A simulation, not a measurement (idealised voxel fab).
process module | voxel self aligned contacts
cross-section cut | 290 nm wide | cells 5 nm
A cross-section is a grid of square cells, given in bands from the top down. A band is one or more rows of cells.
Each band's line starts with the height of the band's top and of its bottom, in nm. Then come its materials from left to right, each with its width in nm. One material with "throughout" fills the band from edge to edge. "air" is empty space.
Height 0 is the level under which the wafer as received is all one material. The lowest band goes on downwards, as in "0 down".
A width such as "30 to 40" changes by the same amount from each row of cells to the next, from the band's top row to its bottom row.
"no change" after a step means that no cell of the cross-section changed.
closed voids: empty space of 8 cells or more with no open way to the top, each as width x height at its distance from the left edge, in nm
after a step's settings: what the simulator itself notes on the step
overlay nm, on a step with a mask: how far to the right of its planned place the mask lay; to the left if negative
plan
1 op RECEIVE | material Si
2 op CONFORMAL_DEP | material SiO2 | thk nm 5
3 op DIRECTIONAL_DEP | material polySi | thk nm 25
4 op DIRECTIONAL_DEP | material SiN | thk nm 20
5 op DIRECTIONAL_DEP | material aC | thk nm 15
6 op PATTERN | tone cover | mask id GATE | material resist | width nm 30 | pitch nm 75 | thk nm 30 | overlay nm 0
7 op DIRECTIONAL_ETCH | etch materials aC | depth nm 15
8 op STRIP | etch materials resist
9 op DIRECTIONAL_ETCH | etch materials SiN | depth nm 20
10 op DIRECTIONAL_ETCH | etch materials polySi | depth nm 25
11 op STRIP | etch materials aC
12 op CONFORMAL_DEP | material SiN | thk nm 10
13 op DIRECTIONAL_ETCH | etch materials SiN | depth nm 10
14 op FILL_DEP | material SiO2 | thk nm 10
15 op CMP | height nm 55
16 op MASKED_ETCH | tone open | mask id CONTACT | width nm 55 | pitch nm 75 | etch materials SiO2 | depth nm 55 | overlay nm 0
17 op CONFORMAL_DEP | material TiN | thk nm 5
18 op FILL_DEP | material W | thk nm 5
19 op CMP | height nm 55
20 op CONFORMAL_DEP | material SiN | thk nm 5
first wafer, as planned
as received, after step 1
  0 down: Si throughout
  closed voids: none
after step 2
  5 to 0: SiO2 throughout
  below 0: unchanged
after step 3
  30 to 5: polySi throughout
  below 5: unchanged
after step 4
  50 to 30: SiN throughout
  below 30: unchanged
after step 5
  65 to 50: aC throughout
  below 50: unchanged
after step 6
  95 to 65: air 55 | resist 30 | air 45 | resist 30 | air 45 | resist 30 | air 55
  below 65: unchanged
after step 7
  80 to 65: air 55 | resist 30 | air 45 | resist 30 | air 45 | resist 30 | air 55
  65 to 50: air 55 | aC 30 | air 45 | aC 30 | air 45 | aC 30 | air 55
  below 50: unchanged
after step 8
  65 to 50: air 55 | aC 30 | air 45 | aC 30 | air 45 | aC 30 | air 55
  below 50: unchanged
after step 9
  65 to 50: air 55 | aC 30 | air 45 | aC 30 | air 45 | aC 30 | air 55
  50 to 30: air 55 | SiN 30 | air 45 | SiN 30 | air 45 | SiN 30 | air 55
  below 30: unchanged
after step 10
  65 to 50: air 55 | aC 30 | air 45 | aC 30 | air 45 | aC 30 | air 55
  50 to 30: air 55 | SiN 30 | air 45 | SiN 30 | air 45 | SiN 30 | air 55
  30 to 5: air 55 | polySi 30 | air 45 | polySi 30 | air 45 | polySi 30 | air 55
  below 5: unchanged
after step 11
  50 to 30: air 55 | SiN 30 | air 45 | SiN 30 | air 45 | SiN 30 | air 55
  below 30: unchanged
after step 12
  60 to 30: air 45 | SiN 50 | air 25 | SiN 50 | air 25 | SiN 50 | air 45
  30 to 15: air 45 | SiN 10 | polySi 30 | SiN 10 | air 25 | SiN 10 | polySi 30 | SiN 10 | air 25 | SiN 10 | polySi 30 | SiN 10 | air 45
  15 to 5: SiN 55 | polySi 30 | SiN 45 | polySi 30 | SiN 45 | polySi 30 | SiN 55
  below 5: unchanged
after step 13
  50 to 30: air 45 | SiN 50 | air 25 | SiN 50 | air 25 | SiN 50 | air 45
  30 to 5: air 45 | SiN 10 | polySi 30 | SiN 10 | air 25 | SiN 10 | polySi 30 | SiN 10 | air 25 | SiN 10 | polySi 30 | SiN 10 | air 45
  below 5: unchanged
after step 14
  60 to 50: SiO2 throughout
  50 to 30: SiO2 45 | SiN 50 | SiO2 25 | SiN 50 | SiO2 25 | SiN 50 | SiO2 45
  30 to 5: SiO2 45 | SiN 10 | polySi 30 | SiN 10 | SiO2 25 | SiN 10 | polySi 30 | SiN 10 | SiO2 25 | SiN 10 | polySi 30 | SiN 10 | SiO2 45
  below 5: unchanged
after step 15
  55 to 50: SiO2 throughout
  below 50: unchanged
after step 16
  55 to 50: SiO2 80 | air 55 | SiO2 20 | air 55 | SiO2 80
  50 to 30: SiO2 45 | SiN 50 | air 25 | SiN 50 | air 25 | SiN 50 | SiO2 45
  30 to 5: SiO2 45 | SiN 10 | polySi 30 | SiN 10 | air 25 | SiN 10 | polySi 30 | SiN 10 | air 25 | SiN 10 | polySi 30 | SiN 10 | SiO2 45
  5 to 0: SiO2 95 | air 25 | SiO2 50 | air 25 | SiO2 95
  below 0: unchanged
after step 17
  60 to 55: TiN 85 | air 45 | TiN 30 | air 45 | TiN 85
  55 to 50: SiO2 80 | TiN 20 | air 15 | TiN 20 | SiO2 20 | TiN 20 | air 15 | TiN 20 | SiO2 80
  50 to 30: SiO2 45 | SiN 50 | TiN 5 | air 15 | TiN 5 | SiN 50 | TiN 5 | air 15 | TiN 5 | SiN 50 | SiO2 45
  30 to 5: SiO2 45 | SiN 10 | polySi 30 | SiN 10 | TiN 5 | air 15 | TiN 5 | SiN 10 | polySi 30 | SiN 10 | TiN 5 | air 15 | TiN 5 | SiN 10 | polySi 30 | SiN 10 | SiO2 45
  5 to 0: SiO2 95 | TiN 25 | SiO2 50 | TiN 25 | SiO2 95
  below 0: unchanged
after step 18
  65 to 60: W throughout
  60 to 55: TiN 85 | W 45 | TiN 30 | W 45 | TiN 85
  55 to 50: SiO2 80 | TiN 20 | W 15 | TiN 20 | SiO2 20 | TiN 20 | W 15 | TiN 20 | SiO2 80
  50 to 30: SiO2 45 | SiN 50 | TiN 5 | W 15 | TiN 5 | SiN 50 | TiN 5 | W 15 | TiN 5 | SiN 50 | SiO2 45
  30 to 5: SiO2 45 | SiN 10 | polySi 30 | SiN 10 | TiN 5 | W 15 | TiN 5 | SiN 10 | polySi 30 | SiN 10 | TiN 5 | W 15 | TiN 5 | SiN 10 | polySi 30 | SiN 10 | SiO2 45
  below 5: unchanged
after step 19
  55 to 50: SiO2 80 | TiN 20 | W 15 | TiN 20 | SiO2 20 | TiN 20 | W 15 | TiN 20 | SiO2 80
  below 50: unchanged
after step 20
  60 to 55: SiN throughout
  below 55: unchanged
second wafer: like start, like plan, one mistake. Through step 15 it matches the first wafer
when step 16 should have ended
  55 to 50: SiO2 80 | air 60 | SiO2 15 | air 60 | SiO2 75
  50 to 30: SiO2 45 | SiN 50 | air 25 | SiN 50 | air 25 | SiN 50 | SiO2 45
  30 to 5: SiO2 45 | SiN 10 | polySi 30 | SiN 10 | air 25 | SiN 10 | polySi 30 | SiN 10 | air 25 | SiN 10 | polySi 30 | SiN 10 | SiO2 45
  5 to 0: SiO2 95 | air 25 | SiO2 50 | air 25 | SiO2 95
  below 0: unchanged
when step 17 should have ended
  60 to 55: TiN 85 | air 50 | TiN 25 | air 50 | TiN 80
  55 to 50: SiO2 80 | TiN 20 | air 15 | TiN 25 | SiO2 15 | TiN 20 | air 15 | TiN 25 | SiO2 75
  50 to 30: SiO2 45 | SiN 50 | TiN 5 | air 15 | TiN 5 | SiN 50 | TiN 5 | air 15 | TiN 5 | SiN 50 | SiO2 45
  30 to 5: SiO2 45 | SiN 10 | polySi 30 | SiN 10 | TiN 5 | air 15 | TiN 5 | SiN 10 | polySi 30 | SiN 10 | TiN 5 | air 15 | TiN 5 | SiN 10 | polySi 30 | SiN 10 | SiO2 45
  5 to 0: SiO2 95 | TiN 25 | SiO2 50 | TiN 25 | SiO2 95
  below 0: unchanged
when step 18 should have ended
  65 to 60: W throughout
  60 to 55: TiN 85 | W 50 | TiN 25 | W 50 | TiN 80
  55 to 50: SiO2 80 | TiN 20 | W 15 | TiN 25 | SiO2 15 | TiN 20 | W 15 | TiN 25 | SiO2 75
  50 to 30: SiO2 45 | SiN 50 | TiN 5 | W 15 | TiN 5 | SiN 50 | TiN 5 | W 15 | TiN 5 | SiN 50 | SiO2 45
  30 to 5: SiO2 45 | SiN 10 | polySi 30 | SiN 10 | TiN 5 | W 15 | TiN 5 | SiN 10 | polySi 30 | SiN 10 | TiN 5 | W 15 | TiN 5 | SiN 10 | polySi 30 | SiN 10 | SiO2 45
  below 5: unchanged
when step 19 should have ended
  55 to 50: SiO2 80 | TiN 20 | W 15 | TiN 25 | SiO2 15 | TiN 20 | W 15 | TiN 25 | SiO2 75
  below 50: unchanged
when step 20 should have ended
  60 to 55: SiN throughout
  below 55: unchanged
what went wrong: step 16 ran as: op MASKED_ETCH | tone open | mask id CONTACT | width nm 60 | pitch nm 75 | etch materials SiO2 | depth nm 55 | overlay nm 0
at the end the second wafer has, in cells: 2 fewer of SiO2 | 2 more of TiN
